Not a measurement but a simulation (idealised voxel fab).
You're looking at the process module voxel capacitor over wiring.
Xsec cut, 300 nm wide, square cell size 5 nm.
A cross-section is a grid of square cells, given in bands from the top down. A band is one or more rows of cells. Heads up on the band format: heights come first, top then bottom, in nm. After that it's the materials left to right, each with its width in nm. A single material flagged "edge to edge" fills the whole band edge to edge, and "empty" means there's empty space there. Note: height 0 marks the level under which the wafer is uniformly one material as received. Lowest band unbounded below, written "from 0 down". With a width like "30..40", each row of cells in the band differs from the next by the same amount, the top row carrying the first number and the bottom row the second. The designation "no alteration", where it is given for a processing step, indicates that no cell of the cross-section was altered in the course of that step. In "Enclosed empty spaces" the enclosed voids are listed, meaning empty spaces of 8 cells or larger without any opening to the top. The form is width x height at distance, distance from the left edge, units nm. Whatever follows a step's settings on its line is a remark the simulator itself makes about that step. When a step includes a mask, the "overlay nm" setting on its line states how far to the right of its planned place that mask lay, and negative values state how far to the left.

### The process steps that were planned are listed below
- 1: RECEIVE | material Si
- 2: CONFORMAL_DEP | material SiO2 | thk nm 15
- 3: DIRECTIONAL_DEP | material TiN | thk nm 5
- 4: DIRECTIONAL_DEP | material Ru | thk nm 15
- 5: DIRECTIONAL_DEP | material aC | thk nm 10
- 6: PATTERN | tone cover | mask id METAL_1 | material resist | width nm 25 | pitch nm 80 | thk nm 25 | overlay nm 0
- 7: DIRECTIONAL_ETCH | etch materials aC | depth nm 10
- 8: STRIP | etch materials resist
- 9: DIRECTIONAL_ETCH | etch materials Ru | depth nm 15
- 10: DIRECTIONAL_ETCH | etch materials TiN | depth nm 5
- 11: STRIP | etch materials aC
- 12: FILL_DEP | material SiO2 | thk nm 10
- 13: CMP | height nm 35
- 14: CONFORMAL_DEP | material SiCN | thk nm 5
- 15: DIRECTIONAL_DEP | material SiO2 | thk nm 20
- 16: MASKED_ETCH | tone open | mask id PLUG_1 | width nm 15 | etch materials SiO2 | depth nm 20 | overlay nm 0
- 17: MASKED_ETCH | tone open | mask id PLUG_1 | width nm 15 | etch materials SiCN | depth nm 5 | overlay nm 0
- 18: CONFORMAL_DEP | material TiN | thk nm 5
- 19: FILL_DEP | material Ru | thk nm 5
- 20: CMP | height nm 60
- 21: DIRECTIONAL_DEP | material TiN | thk nm 10
- 22: DIRECTIONAL_DEP | material Al2O3 | thk nm 5
- 23: DIRECTIONAL_DEP | material TiN | thk nm 5
- 24: MASKED_ETCH | tone cover | mask id UPPER_PLATE | width nm 60 | etch materials TiN | depth nm 5 | overlay nm 0
- 25: MASKED_ETCH | tone cover | mask id UPPER_PLATE | width nm 60 | etch materials Al2O3 | depth nm 5 | overlay nm 0
- 26: MASKED_ETCH | tone cover | mask id LOWER_PLATE | width nm 70 | etch materials TiN | depth nm 10 | overlay nm 0
- 27: FILL_DEP | material SiO2 | thk nm 15
- 28: CMP | height nm 90
- 29: DIRECTIONAL_DEP | material aC | thk nm 15
- 30: PATTERN | tone open | mask id PLUG_2 | material resist | width nm 15 | thk nm 35 | overlay nm 0
- 31: DIRECTIONAL_ETCH | etch materials aC | depth nm 15
- 32: STRIP | etch materials resist
- 33: DIRECTIONAL_ETCH | etch materials SiO2 | depth nm 10
- 34: STRIP | etch materials aC
- 35: CONFORMAL_DEP | material TiN | thk nm 5
- 36: FILL_DEP | material Ru | thk nm 5
- 37: CMP | height nm 90
- 38: CONFORMAL_DEP | material SiN | thk nm 5

### First of two wafers, processed according to plan

### As-received wafer cross-section (after step 1)
	from 0 down  Si edge to edge
	Enclosed empty spaces: none

### Presented here is a cross-section of the wafer after step 2 has been performed
	from 15 to 0  SiO2 edge to edge
	Beneath the level 0, the cross-section is identical to its previous state.

### Presented here is a cross-section of the wafer after step 3 has been performed
	from 20 to 15  TiN edge to edge
	Beneath the level 15, the cross-section is identical to its previous state.

### Presented here is a cross-section of the wafer after step 4 has been performed
	from 35 to 20  Ru edge to edge
	Beneath the level 20, the cross-section is identical to its previous state.

### Presented here is a cross-section of the wafer after step 5 has been performed
	from 45 to 35  aC edge to edge
	Beneath the level 35, the cross-section is identical to its previous state.

### Presented here is a cross-section of the wafer after step 6 has been performed
	from 70 to 45  empty=95, then resist=25, then empty=55, then resist=25, then empty=100
	Beneath the level 45, the cross-section is identical to its previous state.

### Presented here is a cross-section of the wafer after step 7 has been performed
	from 60 to 45  empty=95, then resist=25, then empty=55, then resist=25, then empty=100
	from 45 to 35  empty=95, then aC=25, then empty=55, then aC=25, then empty=100
	Beneath the level 35, the cross-section is identical to its previous state.

### Presented here is a cross-section of the wafer after step 8 has been performed
	from 45 to 35  empty=95, then aC=25, then empty=55, then aC=25, then empty=100
	Beneath the level 35, the cross-section is identical to its previous state.

### Presented here is a cross-section of the wafer after step 9 has been performed
	from 45 to 35  empty=95, then aC=25, then empty=55, then aC=25, then empty=100
	from 35 to 20  empty=95, then Ru=25, then empty=55, then Ru=25, then empty=100
	Beneath the level 20, the cross-section is identical to its previous state.

### Presented here is a cross-section of the wafer after step 10 has been performed
	from 45 to 35  empty=95, then aC=25, then empty=55, then aC=25, then empty=100
	from 35 to 20  empty=95, then Ru=25, then empty=55, then Ru=25, then empty=100
	from 20 to 15  empty=95, then TiN=25, then empty=55, then TiN=25, then empty=100
	Beneath the level 15, the cross-section is identical to its previous state.

### Presented here is a cross-section of the wafer after step 11 has been performed
	from 35 to 20  empty=95, then Ru=25, then empty=55, then Ru=25, then empty=100
	Beneath the level 20, the cross-section is identical to its previous state.

### Presented here is a cross-section of the wafer after step 12 has been performed
	from 45 to 35  SiO2 edge to edge
	from 35 to 20  SiO2=95, then Ru=25, then SiO2=55, then Ru=25, then SiO2=100
	from 20 to 15  SiO2=95, then TiN=25, then SiO2=55, then TiN=25, then SiO2=100
	Beneath the level 15, the cross-section is identical to its previous state.

### Presented here is a cross-section of the wafer after step 13 has been performed
	from 35 to 20  SiO2=95, then Ru=25, then SiO2=55, then Ru=25, then SiO2=100
	Beneath the level 20, the cross-section is identical to its previous state.

### Presented here is a cross-section of the wafer after step 14 has been performed
	from 40 to 35  SiCN edge to edge
	Beneath the level 35, the cross-section is identical to its previous state.

### Presented here is a cross-section of the wafer after step 15 has been performed
	from 60 to 40  SiO2 edge to edge
	Beneath the level 40, the cross-section is identical to its previous state.

### Presented here is a cross-section of the wafer after step 16 has been performed
	from 60 to 40  SiO2=105, then empty=15, then SiO2=180
	Beneath the level 40, the cross-section is identical to its previous state.

### Presented here is a cross-section of the wafer after step 17 has been performed
	from 60 to 40  SiO2=105, then empty=15, then SiO2=180
	from 40 to 35  SiCN=105, then empty=15, then SiCN=180
	Beneath the level 35, the cross-section is identical to its previous state.

### Presented here is a cross-section of the wafer after step 18 has been performed
	from 65 to 60  TiN=110, then empty=5, then TiN=185
	from 60 to 40  SiO2=105, then TiN=5, then empty=5, then TiN=5, then SiO2=180
	from 40 to 35  SiCN=105, then TiN=15, then SiCN=180
	Beneath the level 35, the cross-section is identical to its previous state.

### Presented here is a cross-section of the wafer after step 19 has been performed
	from 70 to 65  Ru edge to edge
	from 65 to 60  TiN=110, then Ru=5, then TiN=185
	from 60 to 40  SiO2=105, then TiN=5, then Ru=5, then TiN=5, then SiO2=180
	Beneath the level 40, the cross-section is identical to its previous state.

### Presented here is a cross-section of the wafer after step 20 has been performed
	from 60 to 40  SiO2=105, then TiN=5, then Ru=5, then TiN=5, then SiO2=180
	Beneath the level 40, the cross-section is identical to its previous state.

### Presented here is a cross-section of the wafer after step 21 has been performed
	from 70 to 60  TiN edge to edge
	Beneath the level 60, the cross-section is identical to its previous state.

### Presented here is a cross-section of the wafer after step 22 has been performed
	from 75 to 70  Al2O3 edge to edge
	Beneath the level 70, the cross-section is identical to its previous state.

### Presented here is a cross-section of the wafer after step 23 has been performed
	from 80 to 75  TiN edge to edge
	Beneath the level 75, the cross-section is identical to its previous state.

### Presented here is a cross-section of the wafer after step 24 has been performed
	from 80 to 75  empty=105, then TiN=60, then empty=135
	Beneath the level 75, the cross-section is identical to its previous state.

### Presented here is a cross-section of the wafer after step 25 has been performed
	from 80 to 75  empty=105, then TiN=60, then empty=135
	from 75 to 70  empty=105, then Al2O3=60, then empty=135
	Beneath the level 70, the cross-section is identical to its previous state.

### Presented here is a cross-section of the wafer after step 26 has been performed
	from 80 to 75  empty=105, then TiN=60, then empty=135
	from 75 to 70  empty=105, then Al2O3=60, then empty=135
	from 70 to 60  empty=100, then TiN=70, then empty=130
	Beneath the level 60, the cross-section is identical to its previous state.

### Presented here is a cross-section of the wafer after step 27 has been performed
	from 95 to 80  SiO2 edge to edge
	from 80 to 75  SiO2=105, then TiN=60, then SiO2=135
	from 75 to 70  SiO2=105, then Al2O3=60, then SiO2=135
	from 70 to 60  SiO2=100, then TiN=70, then SiO2=130
	Beneath the level 60, the cross-section is identical to its previous state.

### Presented here is a cross-section of the wafer after step 28 has been performed
	from 90 to 80  SiO2 edge to edge
	Beneath the level 80, the cross-section is identical to its previous state.

### Presented here is a cross-section of the wafer after step 29 has been performed
	from 105 to 90  aC edge to edge
	Beneath the level 90, the cross-section is identical to its previous state.

### Presented here is a cross-section of the wafer after step 30 has been performed
	from 140 to 105  resist=115, then empty=15, then resist=170
	Beneath the level 105, the cross-section is identical to its previous state.

### Presented here is a cross-section of the wafer after step 31 has been performed
	from 125 to 105  resist=115, then empty=15, then resist=170
	from 105 to 90  aC=115, then empty=15, then aC=170
	Beneath the level 90, the cross-section is identical to its previous state.

### Presented here is a cross-section of the wafer after step 32 has been performed
	from 105 to 90  aC=115, then empty=15, then aC=170
	Beneath the level 90, the cross-section is identical to its previous state.

### Presented here is a cross-section of the wafer after step 33 has been performed
	from 105 to 90  aC=115, then empty=15, then aC=170
	from 90 to 80  SiO2=115, then empty=15, then SiO2=170
	Beneath the level 80, the cross-section is identical to its previous state.

### Presented here is a cross-section of the wafer after step 34 has been performed
	from 90 to 80  SiO2=115, then empty=15, then SiO2=170
	Beneath the level 80, the cross-section is identical to its previous state.

### Presented here is a cross-section of the wafer after step 35 has been performed
	from 95 to 90  TiN=120, then empty=5, then TiN=175
	from 90 to 85  SiO2=115, then TiN=5, then empty=5, then TiN=5, then SiO2=170
	from 85 to 75  SiO2=115..105, then TiN=15..60, then SiO2=170..135
	Beneath the level 75, the cross-section is identical to its previous state.

### Presented here is a cross-section of the wafer after step 36 has been performed
	from 100 to 95  Ru edge to edge
	from 95 to 90  TiN=120, then Ru=5, then TiN=175
	from 90 to 85  SiO2=115, then TiN=5, then Ru=5, then TiN=5, then SiO2=170
	Beneath the level 85, the cross-section is identical to its previous state.

### Presented here is a cross-section of the wafer after step 37 has been performed
	from 90 to 85  SiO2=115, then TiN=5, then Ru=5, then TiN=5, then SiO2=170
	Beneath the level 85, the cross-section is identical to its previous state.

### Presented here is a cross-section of the wafer after step 38 has been performed
	from 95 to 90  SiN edge to edge
	Beneath the level 90, the cross-section is identical to its previous state.

### The Second Wafer: Common Origin and Plan, One Mistake in Execution, Identical to the First Through Step 1

### Second wafer at the planned finish of step 2, seen in cross-section
	from 10 to 0  SiO2 edge to edge
	Beneath the level 0, the cross-section is identical to its previous state.

### Second wafer at the planned finish of step 3, seen in cross-section
	from 15 to 10  TiN edge to edge
	Beneath the level 10, the cross-section is identical to its previous state.

### Second wafer at the planned finish of step 4, seen in cross-section
	from 30 to 15  Ru edge to edge
	Beneath the level 15, the cross-section is identical to its previous state.

### Second wafer at the planned finish of step 5, seen in cross-section
	from 40 to 30  aC edge to edge
	Beneath the level 30, the cross-section is identical to its previous state.

### Second wafer at the planned finish of step 6, seen in cross-section
	from 65 to 40  empty=95, then resist=25, then empty=55, then resist=25, then empty=100
	Beneath the level 40, the cross-section is identical to its previous state.

### Second wafer at the planned finish of step 7, seen in cross-section
	from 55 to 40  empty=95, then resist=25, then empty=55, then resist=25, then empty=100
	from 40 to 30  empty=95, then aC=25, then empty=55, then aC=25, then empty=100
	Beneath the level 30, the cross-section is identical to its previous state.

### Second wafer at the planned finish of step 8, seen in cross-section
	from 40 to 30  empty=95, then aC=25, then empty=55, then aC=25, then empty=100
	Beneath the level 30, the cross-section is identical to its previous state.

### Second wafer at the planned finish of step 9, seen in cross-section
	from 40 to 30  empty=95, then aC=25, then empty=55, then aC=25, then empty=100
	from 30 to 15  empty=95, then Ru=25, then empty=55, then Ru=25, then empty=100
	Beneath the level 15, the cross-section is identical to its previous state.

### Second wafer at the planned finish of step 10, seen in cross-section
	from 40 to 30  empty=95, then aC=25, then empty=55, then aC=25, then empty=100
	from 30 to 15  empty=95, then Ru=25, then empty=55, then Ru=25, then empty=100
	from 15 to 10  empty=95, then TiN=25, then empty=55, then TiN=25, then empty=100
	Beneath the level 10, the cross-section is identical to its previous state.

### Second wafer at the planned finish of step 11, seen in cross-section
	from 30 to 15  empty=95, then Ru=25, then empty=55, then Ru=25, then empty=100
	Beneath the level 15, the cross-section is identical to its previous state.

### Second wafer at the planned finish of step 12, seen in cross-section
	from 40 to 30  SiO2 edge to edge
	from 30 to 15  SiO2=95, then Ru=25, then SiO2=55, then Ru=25, then SiO2=100
	from 15 to 10  SiO2=95, then TiN=25, then SiO2=55, then TiN=25, then SiO2=100
	Beneath the level 10, the cross-section is identical to its previous state.

### Second wafer at the planned finish of step 13, seen in cross-section
	from 35 to 30  SiO2 edge to edge
	Beneath the level 30, the cross-section is identical to its previous state.

### Second wafer at the planned finish of step 14, seen in cross-section
	from 40 to 35  SiCN edge to edge
	Beneath the level 35, the cross-section is identical to its previous state.

### Second wafer at the planned finish of step 15, seen in cross-section
	from 60 to 40  SiO2 edge to edge
	Beneath the level 40, the cross-section is identical to its previous state.

### Second wafer at the planned finish of step 16, seen in cross-section
	from 60 to 40  SiO2=105, then empty=15, then SiO2=180
	Beneath the level 40, the cross-section is identical to its previous state.

### Second wafer at the planned finish of step 17, seen in cross-section
	from 60 to 40  SiO2=105, then empty=15, then SiO2=180
	from 40 to 35  SiCN=105, then empty=15, then SiCN=180
	Beneath the level 35, the cross-section is identical to its previous state.

### Second wafer at the planned finish of step 18, seen in cross-section
	from 65 to 60  TiN=110, then empty=5, then TiN=185
	from 60 to 40  SiO2=105, then TiN=5, then empty=5, then TiN=5, then SiO2=180
	from 40 to 35  SiCN=105, then TiN=15, then SiCN=180
	Beneath the level 35, the cross-section is identical to its previous state.

### Second wafer at the planned finish of step 19, seen in cross-section
	from 70 to 65  Ru edge to edge
	from 65 to 60  TiN=110, then Ru=5, then TiN=185
	from 60 to 40  SiO2=105, then TiN=5, then Ru=5, then TiN=5, then SiO2=180
	Beneath the level 40, the cross-section is identical to its previous state.

### Second wafer at the planned finish of step 20, seen in cross-section
	from 60 to 40  SiO2=105, then TiN=5, then Ru=5, then TiN=5, then SiO2=180
	Beneath the level 40, the cross-section is identical to its previous state.

### Second wafer at the planned finish of step 21, seen in cross-section
	from 70 to 60  TiN edge to edge
	Beneath the level 60, the cross-section is identical to its previous state.

### Second wafer at the planned finish of step 22, seen in cross-section
	from 75 to 70  Al2O3 edge to edge
	Beneath the level 70, the cross-section is identical to its previous state.

### Second wafer at the planned finish of step 23, seen in cross-section
	from 80 to 75  TiN edge to edge
	Beneath the level 75, the cross-section is identical to its previous state.

### Second wafer at the planned finish of step 24, seen in cross-section
	from 80 to 75  empty=105, then TiN=60, then empty=135
	Beneath the level 75, the cross-section is identical to its previous state.

### Second wafer at the planned finish of step 25, seen in cross-section
	from 80 to 75  empty=105, then TiN=60, then empty=135
	from 75 to 70  empty=105, then Al2O3=60, then empty=135
	Beneath the level 70, the cross-section is identical to its previous state.

### Second wafer at the planned finish of step 26, seen in cross-section
	from 80 to 75  empty=105, then TiN=60, then empty=135
	from 75 to 70  empty=105, then Al2O3=60, then empty=135
	from 70 to 60  empty=100, then TiN=70, then empty=130
	Beneath the level 60, the cross-section is identical to its previous state.

### Second wafer at the planned finish of step 27, seen in cross-section
	from 95 to 80  SiO2 edge to edge
	from 80 to 75  SiO2=105, then TiN=60, then SiO2=135
	from 75 to 70  SiO2=105, then Al2O3=60, then SiO2=135
	from 70 to 60  SiO2=100, then TiN=70, then SiO2=130
	Beneath the level 60, the cross-section is identical to its previous state.

### Second wafer at the planned finish of step 28, seen in cross-section
	from 90 to 80  SiO2 edge to edge
	Beneath the level 80, the cross-section is identical to its previous state.

### Second wafer at the planned finish of step 29, seen in cross-section
	from 105 to 90  aC edge to edge
	Beneath the level 90, the cross-section is identical to its previous state.

### Second wafer at the planned finish of step 30, seen in cross-section
	from 140 to 105  resist=115, then empty=15, then resist=170
	Beneath the level 105, the cross-section is identical to its previous state.

### Second wafer at the planned finish of step 31, seen in cross-section
	from 125 to 105  resist=115, then empty=15, then resist=170
	from 105 to 90  aC=115, then empty=15, then aC=170
	Beneath the level 90, the cross-section is identical to its previous state.

### Second wafer at the planned finish of step 32, seen in cross-section
	from 105 to 90  aC=115, then empty=15, then aC=170
	Beneath the level 90, the cross-section is identical to its previous state.

### Second wafer at the planned finish of step 33, seen in cross-section
	from 105 to 90  aC=115, then empty=15, then aC=170
	from 90 to 80  SiO2=115, then empty=15, then SiO2=170
	Beneath the level 80, the cross-section is identical to its previous state.

### Second wafer at the planned finish of step 34, seen in cross-section
	from 90 to 80  SiO2=115, then empty=15, then SiO2=170
	Beneath the level 80, the cross-section is identical to its previous state.

### Second wafer at the planned finish of step 35, seen in cross-section
	from 95 to 90  TiN=120, then empty=5, then TiN=175
	from 90 to 85  SiO2=115, then TiN=5, then empty=5, then TiN=5, then SiO2=170
	from 85 to 75  SiO2=115..105, then TiN=15..60, then SiO2=170..135
	Beneath the level 75, the cross-section is identical to its previous state.

### Second wafer at the planned finish of step 36, seen in cross-section
	from 100 to 95  Ru edge to edge
	from 95 to 90  TiN=120, then Ru=5, then TiN=175
	from 90 to 85  SiO2=115, then TiN=5, then Ru=5, then TiN=5, then SiO2=170
	Beneath the level 85, the cross-section is identical to its previous state.

### Second wafer at the planned finish of step 37, seen in cross-section
	from 90 to 85  SiO2=115, then TiN=5, then Ru=5, then TiN=5, then SiO2=170
	Beneath the level 85, the cross-section is identical to its previous state.

### Second wafer at the planned finish of step 38, seen in cross-section
	from 95 to 90  SiN edge to edge
	Beneath the level 90, the cross-section is identical to its previous state.
It is concluded that the wafer was processed incorrectly with respect to the plan, in that so step 2 ended up running with a different setting than we planned, it ran as CONFORMAL_DEP | material SiO2 | thk nm 10
If you tally the cells, the second wafer ends up with the same amount of every material as the first; it's all just sitting in different places.
